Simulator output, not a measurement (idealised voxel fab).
process module | voxel wiring stack
cross-section cut | 215 nm wide | cells 5 nm
A cross-section is a grid of square cells, given in bands from the top down. A band is one or more rows of cells.
Each band's line starts with the height of the band's top and of its bottom, in nm. Then come its materials from left to right, each with its width in nm. One material with "throughout" fills the band from edge to edge. "air" is empty space.
Height 0 is the level under which the wafer as received is all one material. The lowest band goes on downwards, as in "0 down".
A width such as "30 to 40" changes by the same amount from each row of cells to the next, from the band's top row to its bottom row.
"no change" after a step means that no cell of the cross-section changed.
closed voids: empty space of 8 cells or more with no open way to the top, each as width x height at its distance from the left edge, in nm
after a step's settings: what the simulator itself notes on the step
overlay nm, on a step with a mask: how far to the right of its planned place the mask lay; to the left if negative
plan
1 op RECEIVE | material Si
2 op CONFORMAL_DEP | material SiO2 | thk nm 15
3 op CONFORMAL_DEP | material SiN | thk nm 5
4 op DIRECTIONAL_DEP | material lowk | thk nm 15
5 op MASKED_ETCH | tone open | mask id METAL_1 | width nm 25 | pitch nm 45 | etch materials lowk | depth nm 15 | overlay nm 0
6 op MASKED_ETCH | tone open | mask id METAL_1 | width nm 25 | pitch nm 45 | etch materials SiN | depth nm 5 | overlay nm 0
7 op CONFORMAL_DEP | material TiN | thk nm 5
8 op FILL_DEP | material Cu | thk nm 5
9 op CMP | height nm 35
10 op CONFORMAL_DEP | material SiCN | thk nm 5
11 op DIRECTIONAL_DEP | material SiO2 | thk nm 25
12 op DIRECTIONAL_DEP | material aC | thk nm 10
13 op PATTERN | tone open | mask id METAL_2_HOLES | material resist | width nm 15 | pitch nm 45 | thk nm 25 | overlay nm 0
14 op DIRECTIONAL_ETCH | etch materials aC | depth nm 10
15 op STRIP | etch materials resist
16 op DIRECTIONAL_ETCH | etch materials SiO2 | depth nm 25
17 op STRIP | etch materials aC
18 op MASKED_ETCH | tone open | mask id METAL_2 | width nm 25 | pitch nm 45 | etch materials SiO2 | depth nm 15 | overlay nm 0
19 op MASKED_ETCH | tone open | mask id METAL_2 | width nm 25 | pitch nm 45 | etch materials SiCN | depth nm 5 | overlay nm 0
20 op CONFORMAL_DEP | material TiN | thk nm 5
21 op FILL_DEP | material Ru | thk nm 10
22 op CMP | height nm 65
23 op CONFORMAL_DEP | material SiCN | thk nm 5
24 op DIRECTIONAL_DEP | material SiO2 | thk nm 15
25 op MASKED_ETCH | tone open | mask id PLUG_2 | width nm 15 | etch materials SiO2 | depth nm 15 | overlay nm 0
26 op MASKED_ETCH | tone open | mask id PLUG_2 | width nm 15 | etch materials SiCN | depth nm 5 | overlay nm 0
27 op EPI | material Ru | thk nm 10
28 op EPI | material Ru | thk nm 10
29 op DIRECTIONAL_DEP | material TiN | thk nm 5
30 op DIRECTIONAL_DEP | material Ru | thk nm 20
31 op DIRECTIONAL_DEP | material aC | thk nm 10
32 op PATTERN | tone cover | mask id METAL_3 | material resist | width nm 25 | pitch nm 45 | thk nm 25 | overlay nm 0
33 op DIRECTIONAL_ETCH | etch materials aC | depth nm 10
34 op STRIP | etch materials resist
35 op DIRECTIONAL_ETCH | etch materials Ru | depth nm 20
36 op DIRECTIONAL_ETCH | etch materials TiN | depth nm 5
37 op STRIP | etch materials aC
38 op FILL_DEP | material SiO2 | thk nm 5
39 op CMP | height nm 110
40 op CONFORMAL_DEP | material SiCN | thk nm 5
41 op DIRECTIONAL_DEP | material lowk | thk nm 25
42 op MASKED_ETCH | tone open | mask id METAL_4 | width nm 25 | pitch nm 45 | etch materials lowk | depth nm 15 | overlay nm 0
43 op DIRECTIONAL_DEP | material aC | thk nm 15
44 op PATTERN | tone open | mask id METAL_4_HOLES | material resist | width nm 15 | thk nm 35 | overlay nm 0
45 op DIRECTIONAL_ETCH | etch materials aC | depth nm 15
46 op STRIP | etch materials resist
47 op DIRECTIONAL_ETCH | etch materials lowk | depth nm 10
48 op DIRECTIONAL_ETCH | etch materials SiCN | depth nm 5
49 op STRIP | etch materials aC
50 op CONFORMAL_DEP | material TiN | thk nm 5
51 op FILL_DEP | material Cu | thk nm 10
52 op CMP | height nm 140
53 op CONFORMAL_DEP | material SiCN | thk nm 5
first wafer, as planned
as received, after step 1
  0 down: Si throughout
  closed voids: none
after step 2
  15 to 0: SiO2 throughout
  below 0: unchanged
after step 3
  20 to 15: SiN throughout
  below 15: unchanged
after step 4
  35 to 20: lowk throughout
  below 20: unchanged
after step 5
  35 to 20: lowk 70 | air 25 | lowk 20 | air 25 | lowk 75
  below 20: unchanged
after step 6
  35 to 20: lowk 70 | air 25 | lowk 20 | air 25 | lowk 75
  20 to 15: SiN 70 | air 25 | SiN 20 | air 25 | SiN 75
  below 15: unchanged
after step 7
  40 to 35: TiN 75 | air 15 | TiN 30 | air 15 | TiN 80
  35 to 20: lowk 70 | TiN 5 | air 15 | TiN 5 | lowk 20 | TiN 5 | air 15 | TiN 5 | lowk 75
  20 to 15: SiN 70 | TiN 25 | SiN 20 | TiN 25 | SiN 75
  below 15: unchanged
after step 8
  45 to 40: Cu throughout
  40 to 35: TiN 75 | Cu 15 | TiN 30 | Cu 15 | TiN 80
  35 to 20: lowk 70 | TiN 5 | Cu 15 | TiN 5 | lowk 20 | TiN 5 | Cu 15 | TiN 5 | lowk 75
  below 20: unchanged
after step 9
  35 to 20: lowk 70 | TiN 5 | Cu 15 | TiN 5 | lowk 20 | TiN 5 | Cu 15 | TiN 5 | lowk 75
  below 20: unchanged
after step 10
  40 to 35: SiCN throughout
  below 35: unchanged
after step 11
  65 to 40: SiO2 throughout
  below 40: unchanged
after step 12
  75 to 65: aC throughout
  below 65: unchanged
after step 13
  100 to 75: resist 70 | air 15 | resist 30 | air 15 | resist 85
  below 75: unchanged
after step 14
  90 to 75: resist 70 | air 15 | resist 30 | air 15 | resist 85
  75 to 65: aC 70 | air 15 | aC 30 | air 15 | aC 85
  below 65: unchanged
after step 15
  75 to 65: aC 70 | air 15 | aC 30 | air 15 | aC 85
  below 65: unchanged
after step 16
  75 to 65: aC 70 | air 15 | aC 30 | air 15 | aC 85
  65 to 40: SiO2 70 | air 15 | SiO2 30 | air 15 | SiO2 85
  below 40: unchanged
after step 17
  65 to 40: SiO2 70 | air 15 | SiO2 30 | air 15 | SiO2 85
  below 40: unchanged
after step 18
  65 to 50: SiO2 70 | air 25 | SiO2 20 | air 25 | SiO2 75
  below 50: unchanged
after step 19
  65 to 50: SiO2 70 | air 25 | SiO2 20 | air 25 | SiO2 75
  50 to 40: SiO2 70 | air 15 | SiO2 30 | air 15 | SiO2 85
  40 to 35: SiCN 70 | air 15 | SiCN 30 | air 15 | SiCN 85
  below 35: unchanged
after step 20
  70 to 65: TiN 75 | air 15 | TiN 30 | air 15 | TiN 80
  65 to 55: SiO2 70 | TiN 5 | air 15 | TiN 5 | SiO2 20 | TiN 5 | air 15 | TiN 5 | SiO2 75
  55 to 50: SiO2 70 | TiN 5 | air 5 | TiN 15 | SiO2 20 | TiN 5 | air 5 | TiN 15 | SiO2 75
  50 to 40: SiO2 70 | TiN 5 | air 5 | TiN 5 | SiO2 30 | TiN 5 | air 5 | TiN 5 | SiO2 85
  40 to 35: SiCN 70 | TiN 15 | SiCN 30 | TiN 15 | SiCN 85
  below 35: unchanged
after step 21
  80 to 70: Ru throughout
  70 to 65: TiN 75 | Ru 15 | TiN 30 | Ru 15 | TiN 80
  65 to 55: SiO2 70 | TiN 5 | Ru 15 | TiN 5 | SiO2 20 | TiN 5 | Ru 15 | TiN 5 | SiO2 75
  55 to 50: SiO2 70 | TiN 5 | Ru 5 | TiN 15 | SiO2 20 | TiN 5 | Ru 5 | TiN 15 | SiO2 75
  50 to 40: SiO2 70 | TiN 5 | Ru 5 | TiN 5 | SiO2 30 | TiN 5 | Ru 5 | TiN 5 | SiO2 85
  below 40: unchanged
after step 22
  65 to 55: SiO2 70 | TiN 5 | Ru 15 | TiN 5 | SiO2 20 | TiN 5 | Ru 15 | TiN 5 | SiO2 75
  below 55: unchanged
after step 23
  70 to 65: SiCN throughout
  below 65: unchanged
after step 24
  85 to 70: SiO2 throughout
  below 70: unchanged
after step 25
  85 to 70: SiO2 70 | air 15 | SiO2 130
  below 70: unchanged
after step 26
  85 to 70: SiO2 70 | air 15 | SiO2 130
  70 to 65: SiCN 70 | air 15 | SiCN 130
  below 65: unchanged
after step 27
  85 to 75: SiO2 70 | air 15 | SiO2 130
  75 to 70: SiO2 70 | Ru 15 | SiO2 130
  70 to 65: SiCN 70 | Ru 15 | SiCN 130
  below 65: unchanged
after step 28
  85 to 70: SiO2 70 | Ru 15 | SiO2 130
  below 70: unchanged
after step 29
  90 to 85: TiN throughout
  below 85: unchanged
after step 30
  110 to 90: Ru throughout
  below 90: unchanged
after step 31
  120 to 110: aC throughout
  below 110: unchanged
after step 32
  145 to 120: air 70 | resist 25 | air 20 | resist 25 | air 75
  below 120: unchanged
after step 33
  135 to 120: air 70 | resist 25 | air 20 | resist 25 | air 75
  120 to 110: air 70 | aC 25 | air 20 | aC 25 | air 75
  below 110: unchanged
after step 34
  120 to 110: air 70 | aC 25 | air 20 | aC 25 | air 75
  below 110: unchanged
after step 35
  120 to 110: air 70 | aC 25 | air 20 | aC 25 | air 75
  110 to 90: air 70 | Ru 25 | air 20 | Ru 25 | air 75
  below 90: unchanged
after step 36
  120 to 110: air 70 | aC 25 | air 20 | aC 25 | air 75
  110 to 90: air 70 | Ru 25 | air 20 | Ru 25 | air 75
  90 to 85: air 70 | TiN 25 | air 20 | TiN 25 | air 75
  below 85: unchanged
after step 37
  110 to 90: air 70 | Ru 25 | air 20 | Ru 25 | air 75
  below 90: unchanged
after step 38
  115 to 110: SiO2 throughout
  110 to 90: SiO2 70 | Ru 25 | SiO2 20 | Ru 25 | SiO2 75
  90 to 85: SiO2 70 | TiN 25 | SiO2 20 | TiN 25 | SiO2 75
  below 85: unchanged
after step 39
  110 to 90: SiO2 70 | Ru 25 | SiO2 20 | Ru 25 | SiO2 75
  below 90: unchanged
after step 40
  115 to 110: SiCN throughout
  below 110: unchanged
after step 41
  140 to 115: lowk throughout
  below 115: unchanged
after step 42
  140 to 125: lowk 70 | air 25 | lowk 20 | air 25 | lowk 75
  below 125: unchanged
after step 43
  155 to 140: aC 70 | air 25 | aC 20 | air 25 | aC 75
  140 to 125: lowk 70 | aC 25 | lowk 20 | aC 25 | lowk 75
  below 125: unchanged
after step 44
  190 to 155: resist 70 | air 15 | resist 130
  155 to 140: aC 70 | air 15 | resist 10 | aC 20 | resist 25 | aC 75
  below 140: unchanged
after step 45
  175 to 155: resist 70 | air 15 | resist 130
  155 to 140: aC 70 | air 15 | resist 10 | aC 20 | resist 25 | aC 75
  140 to 125: lowk 70 | air 15 | aC 10 | lowk 20 | aC 25 | lowk 75
  below 125: unchanged
after step 46
  155 to 140: aC 70 | air 25 | aC 20 | air 25 | aC 75
  below 140: unchanged
after step 47
  155 to 140: aC 70 | air 25 | aC 20 | air 25 | aC 75
  140 to 125: lowk 70 | air 15 | aC 10 | lowk 20 | aC 25 | lowk 75
  125 to 115: lowk 70 | air 15 | lowk 130
  below 115: unchanged
after step 48
  155 to 140: aC 70 | air 25 | aC 20 | air 25 | aC 75
  140 to 125: lowk 70 | air 15 | aC 10 | lowk 20 | aC 25 | lowk 75
  125 to 115: lowk 70 | air 15 | lowk 130
  115 to 110: SiCN 70 | air 15 | SiCN 130
  below 110: unchanged
after step 49
  140 to 125: lowk 70 | air 25 | lowk 20 | air 25 | lowk 75
  below 125: unchanged
after step 50
  145 to 140: TiN 75 | air 15 | TiN 30 | air 15 | TiN 80
  140 to 130: lowk 70 | TiN 5 | air 15 | TiN 5 | lowk 20 | TiN 5 | air 15 | TiN 5 | lowk 75
  130 to 125: lowk 70 | TiN 5 | air 5 | TiN 15 | lowk 20 | TiN 25 | lowk 75
  125 to 115: lowk 70 | TiN 5 | air 5 | TiN 5 | lowk 130
  115 to 110: SiCN 70 | TiN 15 | SiCN 130
  below 110: unchanged
after step 51
  155 to 145: Cu throughout
  145 to 140: TiN 75 | Cu 15 | TiN 30 | Cu 15 | TiN 80
  140 to 130: lowk 70 | TiN 5 | Cu 15 | TiN 5 | lowk 20 | TiN 5 | Cu 15 | TiN 5 | lowk 75
  130 to 125: lowk 70 | TiN 5 | Cu 5 | TiN 15 | lowk 20 | TiN 25 | lowk 75
  125 to 115: lowk 70 | TiN 5 | Cu 5 | TiN 5 | lowk 130
  below 115: unchanged
after step 52
  140 to 130: lowk 70 | TiN 5 | Cu 15 | TiN 5 | lowk 20 | TiN 5 | Cu 15 | TiN 5 | lowk 75
  below 130: unchanged
after step 53
  145 to 140: SiCN throughout
  below 140: unchanged
second wafer: like start, like plan, one mistake. Through step 1 it matches the first wafer
when step 2 should have ended
  5 to 0: SiN throughout
  below 0: unchanged
when step 3 should have ended
  20 to 5: SiO2 throughout
  below 5: unchanged
when step 4 should have ended
  35 to 20: lowk throughout
  below 20: unchanged
when step 5 should have ended
  35 to 20: lowk 70 | air 25 | lowk 20 | air 25 | lowk 75
  below 20: unchanged
when step 6 should have ended: no change
when step 7 should have ended
  40 to 35: TiN 75 | air 15 | TiN 30 | air 15 | TiN 80
  35 to 25: lowk 70 | TiN 5 | air 15 | TiN 5 | lowk 20 | TiN 5 | air 15 | TiN 5 | lowk 75
  25 to 20: lowk 70 | TiN 25 | lowk 20 | TiN 25 | lowk 75
  below 20: unchanged
when step 8 should have ended
  45 to 40: Cu throughout
  40 to 35: TiN 75 | Cu 15 | TiN 30 | Cu 15 | TiN 80
  35 to 25: lowk 70 | TiN 5 | Cu 15 | TiN 5 | lowk 20 | TiN 5 | Cu 15 | TiN 5 | lowk 75
  below 25: unchanged
when step 9 should have ended
  35 to 25: lowk 70 | TiN 5 | Cu 15 | TiN 5 | lowk 20 | TiN 5 | Cu 15 | TiN 5 | lowk 75
  below 25: unchanged
when step 10 should have ended
  40 to 35: SiCN throughout
  below 35: unchanged
when step 11 should have ended
  65 to 40: SiO2 throughout
  below 40: unchanged
when step 12 should have ended
  75 to 65: aC throughout
  below 65: unchanged
when step 13 should have ended
  100 to 75: resist 70 | air 15 | resist 30 | air 15 | resist 85
  below 75: unchanged
when step 14 should have ended
  90 to 75: resist 70 | air 15 | resist 30 | air 15 | resist 85
  75 to 65: aC 70 | air 15 | aC 30 | air 15 | aC 85
  below 65: unchanged
when step 15 should have ended
  75 to 65: aC 70 | air 15 | aC 30 | air 15 | aC 85
  below 65: unchanged
when step 16 should have ended
  75 to 65: aC 70 | air 15 | aC 30 | air 15 | aC 85
  65 to 40: SiO2 70 | air 15 | SiO2 30 | air 15 | SiO2 85
  below 40: unchanged
when step 17 should have ended
  65 to 40: SiO2 70 | air 15 | SiO2 30 | air 15 | SiO2 85
  below 40: unchanged
when step 18 should have ended
  65 to 50: SiO2 70 | air 25 | SiO2 20 | air 25 | SiO2 75
  below 50: unchanged
when step 19 should have ended
  65 to 50: SiO2 70 | air 25 | SiO2 20 | air 25 | SiO2 75
  50 to 40: SiO2 70 | air 15 | SiO2 30 | air 15 | SiO2 85
  40 to 35: SiCN 70 | air 15 | SiCN 30 | air 15 | SiCN 85
  below 35: unchanged
when step 20 should have ended
  70 to 65: TiN 75 | air 15 | TiN 30 | air 15 | TiN 80
  65 to 55: SiO2 70 | TiN 5 | air 15 | TiN 5 | SiO2 20 | TiN 5 | air 15 | TiN 5 | SiO2 75
  55 to 50: SiO2 70 | TiN 5 | air 5 | TiN 15 | SiO2 20 | TiN 5 | air 5 | TiN 15 | SiO2 75
  50 to 40: SiO2 70 | TiN 5 | air 5 | TiN 5 | SiO2 30 | TiN 5 | air 5 | TiN 5 | SiO2 85
  40 to 35: SiCN 70 | TiN 15 | SiCN 30 | TiN 15 | SiCN 85
  below 35: unchanged
when step 21 should have ended
  80 to 70: Ru throughout
  70 to 65: TiN 75 | Ru 15 | TiN 30 | Ru 15 | TiN 80
  65 to 55: SiO2 70 | TiN 5 | Ru 15 | TiN 5 | SiO2 20 | TiN 5 | Ru 15 | TiN 5 | SiO2 75
  55 to 50: SiO2 70 | TiN 5 | Ru 5 | TiN 15 | SiO2 20 | TiN 5 | Ru 5 | TiN 15 | SiO2 75
  50 to 40: SiO2 70 | TiN 5 | Ru 5 | TiN 5 | SiO2 30 | TiN 5 | Ru 5 | TiN 5 | SiO2 85
  below 40: unchanged
when step 22 should have ended
  65 to 55: SiO2 70 | TiN 5 | Ru 15 | TiN 5 | SiO2 20 | TiN 5 | Ru 15 | TiN 5 | SiO2 75
  below 55: unchanged
when step 23 should have ended
  70 to 65: SiCN throughout
  below 65: unchanged
when step 24 should have ended
  85 to 70: SiO2 throughout
  below 70: unchanged
when step 25 should have ended
  85 to 70: SiO2 70 | air 15 | SiO2 130
  below 70: unchanged
when step 26 should have ended
  85 to 70: SiO2 70 | air 15 | SiO2 130
  70 to 65: SiCN 70 | air 15 | SiCN 130
  below 65: unchanged
when step 27 should have ended
  85 to 75: SiO2 70 | air 15 | SiO2 130
  75 to 70: SiO2 70 | Ru 15 | SiO2 130
  70 to 65: SiCN 70 | Ru 15 | SiCN 130
  below 65: unchanged
when step 28 should have ended
  85 to 70: SiO2 70 | Ru 15 | SiO2 130
  below 70: unchanged
when step 29 should have ended
  90 to 85: TiN throughout
  below 85: unchanged
when step 30 should have ended
  110 to 90: Ru throughout
  below 90: unchanged
when step 31 should have ended
  120 to 110: aC throughout
  below 110: unchanged
when step 32 should have ended
  145 to 120: air 70 | resist 25 | air 20 | resist 25 | air 75
  below 120: unchanged
when step 33 should have ended
  135 to 120: air 70 | resist 25 | air 20 | resist 25 | air 75
  120 to 110: air 70 | aC 25 | air 20 | aC 25 | air 75
  below 110: unchanged
when step 34 should have ended
  120 to 110: air 70 | aC 25 | air 20 | aC 25 | air 75
  below 110: unchanged
when step 35 should have ended
  120 to 110: air 70 | aC 25 | air 20 | aC 25 | air 75
  110 to 90: air 70 | Ru 25 | air 20 | Ru 25 | air 75
  below 90: unchanged
when step 36 should have ended
  120 to 110: air 70 | aC 25 | air 20 | aC 25 | air 75
  110 to 90: air 70 | Ru 25 | air 20 | Ru 25 | air 75
  90 to 85: air 70 | TiN 25 | air 20 | TiN 25 | air 75
  below 85: unchanged
when step 37 should have ended
  110 to 90: air 70 | Ru 25 | air 20 | Ru 25 | air 75
  below 90: unchanged
when step 38 should have ended
  115 to 110: SiO2 throughout
  110 to 90: SiO2 70 | Ru 25 | SiO2 20 | Ru 25 | SiO2 75
  90 to 85: SiO2 70 | TiN 25 | SiO2 20 | TiN 25 | SiO2 75
  below 85: unchanged
when step 39 should have ended
  110 to 90: SiO2 70 | Ru 25 | SiO2 20 | Ru 25 | SiO2 75
  below 90: unchanged
when step 40 should have ended
  115 to 110: SiCN throughout
  below 110: unchanged
when step 41 should have ended
  140 to 115: lowk throughout
  below 115: unchanged
when step 42 should have ended
  140 to 125: lowk 70 | air 25 | lowk 20 | air 25 | lowk 75
  below 125: unchanged
when step 43 should have ended
  155 to 140: aC 70 | air 25 | aC 20 | air 25 | aC 75
  140 to 125: lowk 70 | aC 25 | lowk 20 | aC 25 | lowk 75
  below 125: unchanged
when step 44 should have ended
  190 to 155: resist 70 | air 15 | resist 130
  155 to 140: aC 70 | air 15 | resist 10 | aC 20 | resist 25 | aC 75
  below 140: unchanged
when step 45 should have ended
  175 to 155: resist 70 | air 15 | resist 130
  155 to 140: aC 70 | air 15 | resist 10 | aC 20 | resist 25 | aC 75
  140 to 125: lowk 70 | air 15 | aC 10 | lowk 20 | aC 25 | lowk 75
  below 125: unchanged
when step 46 should have ended
  155 to 140: aC 70 | air 25 | aC 20 | air 25 | aC 75
  below 140: unchanged
when step 47 should have ended
  155 to 140: aC 70 | air 25 | aC 20 | air 25 | aC 75
  140 to 125: lowk 70 | air 15 | aC 10 | lowk 20 | aC 25 | lowk 75
  125 to 115: lowk 70 | air 15 | lowk 130
  below 115: unchanged
when step 48 should have ended
  155 to 140: aC 70 | air 25 | aC 20 | air 25 | aC 75
  140 to 125: lowk 70 | air 15 | aC 10 | lowk 20 | aC 25 | lowk 75
  125 to 115: lowk 70 | air 15 | lowk 130
  115 to 110: SiCN 70 | air 15 | SiCN 130
  below 110: unchanged
when step 49 should have ended
  140 to 125: lowk 70 | air 25 | lowk 20 | air 25 | lowk 75
  below 125: unchanged
when step 50 should have ended
  145 to 140: TiN 75 | air 15 | TiN 30 | air 15 | TiN 80
  140 to 130: lowk 70 | TiN 5 | air 15 | TiN 5 | lowk 20 | TiN 5 | air 15 | TiN 5 | lowk 75
  130 to 125: lowk 70 | TiN 5 | air 5 | TiN 15 | lowk 20 | TiN 25 | lowk 75
  125 to 115: lowk 70 | TiN 5 | air 5 | TiN 5 | lowk 130
  115 to 110: SiCN 70 | TiN 15 | SiCN 130
  below 110: unchanged
when step 51 should have ended
  155 to 145: Cu throughout
  145 to 140: TiN 75 | Cu 15 | TiN 30 | Cu 15 | TiN 80
  140 to 130: lowk 70 | TiN 5 | Cu 15 | TiN 5 | lowk 20 | TiN 5 | Cu 15 | TiN 5 | lowk 75
  130 to 125: lowk 70 | TiN 5 | Cu 5 | TiN 15 | lowk 20 | TiN 25 | lowk 75
  125 to 115: lowk 70 | TiN 5 | Cu 5 | TiN 5 | lowk 130
  below 115: unchanged
when step 52 should have ended
  140 to 130: lowk 70 | TiN 5 | Cu 15 | TiN 5 | lowk 20 | TiN 5 | Cu 15 | TiN 5 | lowk 75
  below 130: unchanged
when step 53 should have ended
  145 to 140: SiCN throughout
  below 140: unchanged
what went wrong: steps 2 and 3 were swapped
at the end the second wafer has, in cells: 6 fewer of Cu | 10 more of SiN | 4 fewer of TiN
